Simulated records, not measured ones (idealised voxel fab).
The document below concerns the process module designated voxel self aligned contacts.
The width of the displayed cross-section, cut, is 270 nm; its cells are square, with a size of 5 nm.
In this document a cross-section is written as a grid of square cells. It is given as a series of bands, listed from the top down, and a band is one or more rows of cells.
Top height, bottom height, nm. Materials left to right, width each, nm. Single material + "all across" = fills band edge to edge. "air" = empty.
Heights are expressed relative to 0, this being the level below which the as-received wafer comprises one material exclusively. The lowest band is unbounded in the downward direction and is denoted as in "0 -> down".
The expression "30->40" gives the width at the extremes of the band, the first number at its top row of cells and the second at its bottom row, with the width changing by equal amounts from each row to the next in between.
"everything unchanged" -> step changed no cross-section cell.
The entry "Enclosed void catalog" lists the empty spaces that cover at least 8 cells and have no open path to the top. Each is written as width x height at distance, where the distance is measured from the left edge and all three values are in nm.
Anything after a step's settings on that line? It's the simulator's own note about the step.
overlay nm: mask right of planned place by this much (step with mask). Neg. = left.

This section lists the process steps that were planned:
| 1 | RECEIVE with material Si |
| 2 | OXIDIZE with depth nm 5 |
| 3 | DIRECTIONAL_DEP with material polySi, thk nm 25 |
| 4 | DIRECTIONAL_DEP with material SiN, thk nm 20 |
| 5 | PATTERN with tone cover, mask id GATE, material resist, width nm 25, pitch nm 70, thk nm 20, overlay nm 0 |
| 6 | DIRECTIONAL_ETCH with etch materials SiN, depth nm 20 |
| 7 | DIRECTIONAL_ETCH with etch materials polySi, depth nm 25 |
| 8 | STRIP with etch materials resist |
| 9 | CONFORMAL_DEP with material SiN, thk nm 10 |
| 10 | DIRECTIONAL_ETCH with etch materials SiN, depth nm 10 |
| 11 | FILL_DEP with material SiO2, thk nm 10 |
| 12 | CMP with height nm 50 |
| 13 | PATTERN with tone open, mask id CONTACT, material resist, width nm 55, pitch nm 70, thk nm 15, overlay nm 0 |
| 14 | DIRECTIONAL_ETCH with etch materials SiO2, depth nm 55 |
| 15 | STRIP with etch materials resist |
| 16 | CONFORMAL_DEP with material TiN, thk nm 5 |
| 17 | FILL_DEP with material W, thk nm 10 |
| 18 | CMP with height nm 50 |
| 19 | CONFORMAL_DEP with material SiN, thk nm 5 |

Of two wafers, the first: run according to plan:

Cross-section of the wafer as it came to us, i.e., already through step 1:
> 0 -> down | Si all across
> Enclosed void catalog: none

Wafer after step 2 (cross-section):
> 0 -> -5 | SiO2 all across
> Under the height -5 nothing was changed.

Wafer after step 3 (cross-section):
> 25 -> 0 | polySi all across
> Under the height 0 nothing was changed.

Wafer after step 4 (cross-section):
> 45 -> 25 | SiN all across
> Under the height 25 nothing was changed.

Wafer after step 5 (cross-section):
> 65 -> 45 | air 50 nm; resist 25 nm; air 45 nm; resist 25 nm; air 45 nm; resist 25 nm; air 55 nm
> Under the height 45 nothing was changed.

Wafer after step 6 (cross-section):
> 65 -> 45 | air 50 nm; resist 25 nm; air 45 nm; resist 25 nm; air 45 nm; resist 25 nm; air 55 nm
> 45 -> 25 | air 50 nm; SiN 25 nm; air 45 nm; SiN 25 nm; air 45 nm; SiN 25 nm; air 55 nm
> Under the height 25 nothing was changed.

Wafer after step 7 (cross-section):
> 65 -> 45 | air 50 nm; resist 25 nm; air 45 nm; resist 25 nm; air 45 nm; resist 25 nm; air 55 nm
> 45 -> 25 | air 50 nm; SiN 25 nm; air 45 nm; SiN 25 nm; air 45 nm; SiN 25 nm; air 55 nm
> 25 -> 0 | air 50 nm; polySi 25 nm; air 45 nm; polySi 25 nm; air 45 nm; polySi 25 nm; air 55 nm
> Under the height 0 nothing was changed.

Wafer after step 8 (cross-section):
> 45 -> 25 | air 50 nm; SiN 25 nm; air 45 nm; SiN 25 nm; air 45 nm; SiN 25 nm; air 55 nm
> Under the height 25 nothing was changed.

Wafer after step 9 (cross-section):
> 55 -> 25 | air 40 nm; SiN 45 nm; air 25 nm; SiN 45 nm; air 25 nm; SiN 45 nm; air 45 nm
> 25 -> 10 | air 40 nm; SiN 10 nm; polySi 25 nm; SiN 10 nm; air 25 nm; SiN 10 nm; polySi 25 nm; SiN 10 nm; air 25 nm; SiN 10 nm; polySi 25 nm; SiN 10 nm; air 45 nm
> 10 -> 0 | SiN 50 nm; polySi 25 nm; SiN 45 nm; polySi 25 nm; SiN 45 nm; polySi 25 nm; SiN 55 nm
> Under the height 0 nothing was changed.

Wafer after step 10 (cross-section):
> 45 -> 25 | air 40 nm; SiN 45 nm; air 25 nm; SiN 45 nm; air 25 nm; SiN 45 nm; air 45 nm
> 25 -> 0 | air 40 nm; SiN 10 nm; polySi 25 nm; SiN 10 nm; air 25 nm; SiN 10 nm; polySi 25 nm; SiN 10 nm; air 25 nm; SiN 10 nm; polySi 25 nm; SiN 10 nm; air 45 nm
> Under the height 0 nothing was changed.

Wafer after step 11 (cross-section):
> 55 -> 45 | SiO2 all across
> 45 -> 25 | SiO2 40 nm; SiN 45 nm; SiO2 25 nm; SiN 45 nm; SiO2 25 nm; SiN 45 nm; SiO2 45 nm
> 25 -> 0 | SiO2 40 nm; SiN 10 nm; polySi 25 nm; SiN 10 nm; SiO2 25 nm; SiN 10 nm; polySi 25 nm; SiN 10 nm; SiO2 25 nm; SiN 10 nm; polySi 25 nm; SiN 10 nm; SiO2 45 nm
> Under the height 0 nothing was changed.

Wafer after step 12 (cross-section):
> 50 -> 45 | SiO2 all across
> Under the height 45 nothing was changed.

Wafer after step 13 (cross-section):
> 65 -> 50 | resist 70 nm; air 55 nm; resist 15 nm; air 55 nm; resist 75 nm
> Under the height 50 nothing was changed.

Wafer after step 14 (cross-section):
> 65 -> 50 | resist 70 nm; air 55 nm; resist 15 nm; air 55 nm; resist 75 nm
> 50 -> 45 | SiO2 70 nm; air 55 nm; SiO2 15 nm; air 55 nm; SiO2 75 nm
> 45 -> 25 | SiO2 40 nm; SiN 45 nm; air 25 nm; SiN 45 nm; air 25 nm; SiN 45 nm; SiO2 45 nm
> 25 -> 0 | SiO2 40 nm; SiN 10 nm; polySi 25 nm; SiN 10 nm; air 25 nm; SiN 10 nm; polySi 25 nm; SiN 10 nm; air 25 nm; SiN 10 nm; polySi 25 nm; SiN 10 nm; SiO2 45 nm
> 0 -> -5 | SiO2 85 nm; air 25 nm; SiO2 45 nm; air 25 nm; SiO2 90 nm
> Under the height -5 nothing was changed.

Wafer after step 15 (cross-section):
> 50 -> 45 | SiO2 70 nm; air 55 nm; SiO2 15 nm; air 55 nm; SiO2 75 nm
> Under the height 45 nothing was changed.

Wafer after step 16 (cross-section):
> 55 -> 50 | TiN 75 nm; air 45 nm; TiN 25 nm; air 45 nm; TiN 80 nm
> 50 -> 45 | SiO2 70 nm; TiN 20 nm; air 15 nm; TiN 20 nm; SiO2 15 nm; TiN 20 nm; air 15 nm; TiN 20 nm; SiO2 75 nm
> 45 -> 25 | SiO2 40 nm; SiN 45 nm; TiN 5 nm; air 15 nm; TiN 5 nm; SiN 45 nm; TiN 5 nm; air 15 nm; TiN 5 nm; SiN 45 nm; SiO2 45 nm
> 25 -> 0 | SiO2 40 nm; SiN 10 nm; polySi 25 nm; SiN 10 nm; TiN 5 nm; air 15 nm; TiN 5 nm; SiN 10 nm; polySi 25 nm; SiN 10 nm; TiN 5 nm; air 15 nm; TiN 5 nm; SiN 10 nm; polySi 25 nm; SiN 10 nm; SiO2 45 nm
> 0 -> -5 | SiO2 85 nm; TiN 25 nm; SiO2 45 nm; TiN 25 nm; SiO2 90 nm
> Under the height -5 nothing was changed.

Wafer after step 17 (cross-section):
> 65 -> 55 | W all across
> 55 -> 50 | TiN 75 nm; W 45 nm; TiN 25 nm; W 45 nm; TiN 80 nm
> 50 -> 45 | SiO2 70 nm; TiN 20 nm; W 15 nm; TiN 20 nm; SiO2 15 nm; TiN 20 nm; W 15 nm; TiN 20 nm; SiO2 75 nm
> 45 -> 25 | SiO2 40 nm; SiN 45 nm; TiN 5 nm; W 15 nm; TiN 5 nm; SiN 45 nm; TiN 5 nm; W 15 nm; TiN 5 nm; SiN 45 nm; SiO2 45 nm
> 25 -> 0 | SiO2 40 nm; SiN 10 nm; polySi 25 nm; SiN 10 nm; TiN 5 nm; W 15 nm; TiN 5 nm; SiN 10 nm; polySi 25 nm; SiN 10 nm; TiN 5 nm; W 15 nm; TiN 5 nm; SiN 10 nm; polySi 25 nm; SiN 10 nm; SiO2 45 nm
> Under the height 0 nothing was changed.

Wafer after step 18 (cross-section):
> 50 -> 45 | SiO2 70 nm; TiN 20 nm; W 15 nm; TiN 20 nm; SiO2 15 nm; TiN 20 nm; W 15 nm; TiN 20 nm; SiO2 75 nm
> Under the height 45 nothing was changed.

Wafer after step 19 (cross-section):
> 55 -> 50 | SiN all across
> Under the height 50 nothing was changed.

Okay, second wafer. Nothing different at the start, nothing different in the plan, just one mistake somewhere in the running. As far as step 4, counting that step, it's the first wafer all over again:

Second wafer cross-section, taken as of the time the plan sets for step 5 to be done:
> 65 -> 45 | air 60 nm; resist 25 nm; air 45 nm; resist 25 nm; air 45 nm; resist 25 nm; air 45 nm
> Under the height 45 nothing was changed.

Second wafer cross-section, taken as of the time the plan sets for step 6 to be done:
> 65 -> 45 | air 60 nm; resist 25 nm; air 45 nm; resist 25 nm; air 45 nm; resist 25 nm; air 45 nm
> 45 -> 25 | air 60 nm; SiN 25 nm; air 45 nm; SiN 25 nm; air 45 nm; SiN 25 nm; air 45 nm
> Under the height 25 nothing was changed.

Second wafer cross-section, taken as of the time the plan sets for step 7 to be done:
> 65 -> 45 | air 60 nm; resist 25 nm; air 45 nm; resist 25 nm; air 45 nm; resist 25 nm; air 45 nm
> 45 -> 25 | air 60 nm; SiN 25 nm; air 45 nm; SiN 25 nm; air 45 nm; SiN 25 nm; air 45 nm
> 25 -> 0 | air 60 nm; polySi 25 nm; air 45 nm; polySi 25 nm; air 45 nm; polySi 25 nm; air 45 nm
> Under the height 0 nothing was changed.

Second wafer cross-section, taken as of the time the plan sets for step 8 to be done:
> 45 -> 25 | air 60 nm; SiN 25 nm; air 45 nm; SiN 25 nm; air 45 nm; SiN 25 nm; air 45 nm
> Under the height 25 nothing was changed.

Second wafer cross-section, taken as of the time the plan sets for step 9 to be done:
> 55 -> 25 | air 50 nm; SiN 45 nm; air 25 nm; SiN 45 nm; air 25 nm; SiN 45 nm; air 35 nm
> 25 -> 10 | air 50 nm; SiN 10 nm; polySi 25 nm; SiN 10 nm; air 25 nm; SiN 10 nm; polySi 25 nm; SiN 10 nm; air 25 nm; SiN 10 nm; polySi 25 nm; SiN 10 nm; air 35 nm
> 10 -> 0 | SiN 60 nm; polySi 25 nm; SiN 45 nm; polySi 25 nm; SiN 45 nm; polySi 25 nm; SiN 45 nm
> Under the height 0 nothing was changed.

Second wafer cross-section, taken as of the time the plan sets for step 10 to be done:
> 45 -> 25 | air 50 nm; SiN 45 nm; air 25 nm; SiN 45 nm; air 25 nm; SiN 45 nm; air 35 nm
> 25 -> 0 | air 50 nm; SiN 10 nm; polySi 25 nm; SiN 10 nm; air 25 nm; SiN 10 nm; polySi 25 nm; SiN 10 nm; air 25 nm; SiN 10 nm; polySi 25 nm; SiN 10 nm; air 35 nm
> Under the height 0 nothing was changed.

Second wafer cross-section, taken as of the time the plan sets for step 11 to be done:
> 55 -> 45 | SiO2 all across
> 45 -> 25 | SiO2 50 nm; SiN 45 nm; SiO2 25 nm; SiN 45 nm; SiO2 25 nm; SiN 45 nm; SiO2 35 nm
> 25 -> 0 | SiO2 50 nm; SiN 10 nm; polySi 25 nm; SiN 10 nm; SiO2 25 nm; SiN 10 nm; polySi 25 nm; SiN 10 nm; SiO2 25 nm; SiN 10 nm; polySi 25 nm; SiN 10 nm; SiO2 35 nm
> Under the height 0 nothing was changed.

Second wafer cross-section, taken as of the time the plan sets for step 12 to be done:
> 50 -> 45 | SiO2 all across
> Under the height 45 nothing was changed.

Second wafer cross-section, taken as of the time the plan sets for step 13 to be done:
> 65 -> 50 | resist 70 nm; air 55 nm; resist 15 nm; air 55 nm; resist 75 nm
> Under the height 50 nothing was changed.

Second wafer cross-section, taken as of the time the plan sets for step 14 to be done:
> 65 -> 50 | resist 70 nm; air 55 nm; resist 15 nm; air 55 nm; resist 75 nm
> 50 -> 45 | SiO2 70 nm; air 55 nm; SiO2 15 nm; air 55 nm; SiO2 75 nm
> 45 -> 25 | SiO2 50 nm; SiN 45 nm; air 25 nm; SiN 45 nm; air 25 nm; SiN 45 nm; SiO2 35 nm
> 25 -> 0 | SiO2 50 nm; SiN 10 nm; polySi 25 nm; SiN 10 nm; air 25 nm; SiN 10 nm; polySi 25 nm; SiN 10 nm; air 25 nm; SiN 10 nm; polySi 25 nm; SiN 10 nm; SiO2 35 nm
> 0 -> -5 | SiO2 95 nm; air 25 nm; SiO2 45 nm; air 25 nm; SiO2 80 nm
> Under the height -5 nothing was changed.

Second wafer cross-section, taken as of the time the plan sets for step 15 to be done:
> 50 -> 45 | SiO2 70 nm; air 55 nm; SiO2 15 nm; air 55 nm; SiO2 75 nm
> Under the height 45 nothing was changed.

Second wafer cross-section, taken as of the time the plan sets for step 16 to be done:
> 55 -> 50 | TiN 75 nm; air 45 nm; TiN 25 nm; air 45 nm; TiN 80 nm
> 50 -> 45 | SiO2 70 nm; TiN 30 nm; air 15 nm; TiN 10 nm; SiO2 15 nm; TiN 30 nm; air 15 nm; TiN 10 nm; SiO2 75 nm
> 45 -> 25 | SiO2 50 nm; SiN 45 nm; TiN 5 nm; air 15 nm; TiN 5 nm; SiN 45 nm; TiN 5 nm; air 15 nm; TiN 5 nm; SiN 45 nm; SiO2 35 nm
> 25 -> 0 | SiO2 50 nm; SiN 10 nm; polySi 25 nm; SiN 10 nm; TiN 5 nm; air 15 nm; TiN 5 nm; SiN 10 nm; polySi 25 nm; SiN 10 nm; TiN 5 nm; air 15 nm; TiN 5 nm; SiN 10 nm; polySi 25 nm; SiN 10 nm; SiO2 35 nm
> 0 -> -5 | SiO2 95 nm; TiN 25 nm; SiO2 45 nm; TiN 25 nm; SiO2 80 nm
> Under the height -5 nothing was changed.

Second wafer cross-section, taken as of the time the plan sets for step 17 to be done:
> 65 -> 55 | W all across
> 55 -> 50 | TiN 75 nm; W 45 nm; TiN 25 nm; W 45 nm; TiN 80 nm
> 50 -> 45 | SiO2 70 nm; TiN 30 nm; W 15 nm; TiN 10 nm; SiO2 15 nm; TiN 30 nm; W 15 nm; TiN 10 nm; SiO2 75 nm
> 45 -> 25 | SiO2 50 nm; SiN 45 nm; TiN 5 nm; W 15 nm; TiN 5 nm; SiN 45 nm; TiN 5 nm; W 15 nm; TiN 5 nm; SiN 45 nm; SiO2 35 nm
> 25 -> 0 | SiO2 50 nm; SiN 10 nm; polySi 25 nm; SiN 10 nm; TiN 5 nm; W 15 nm; TiN 5 nm; SiN 10 nm; polySi 25 nm; SiN 10 nm; TiN 5 nm; W 15 nm; TiN 5 nm; SiN 10 nm; polySi 25 nm; SiN 10 nm; SiO2 35 nm
> Under the height 0 nothing was changed.

Second wafer cross-section, taken as of the time the plan sets for step 18 to be done:
> 50 -> 45 | SiO2 70 nm; TiN 30 nm; W 15 nm; TiN 10 nm; SiO2 15 nm; TiN 30 nm; W 15 nm; TiN 10 nm; SiO2 75 nm
> Under the height 45 nothing was changed.

Second wafer cross-section, taken as of the time the plan sets for step 19 to be done:
> 55 -> 50 | SiN all across
> Under the height 50 nothing was changed.
Here's what went sideways: step 5 did not use the planned setting and instead ran as PATTERN with tone cover, mask id GATE, material resist, width nm 25, pitch nm 70, thk nm 20, overlay nm 10
The two final wafers agree on how many cells each material fills and disagree on which cells those are.
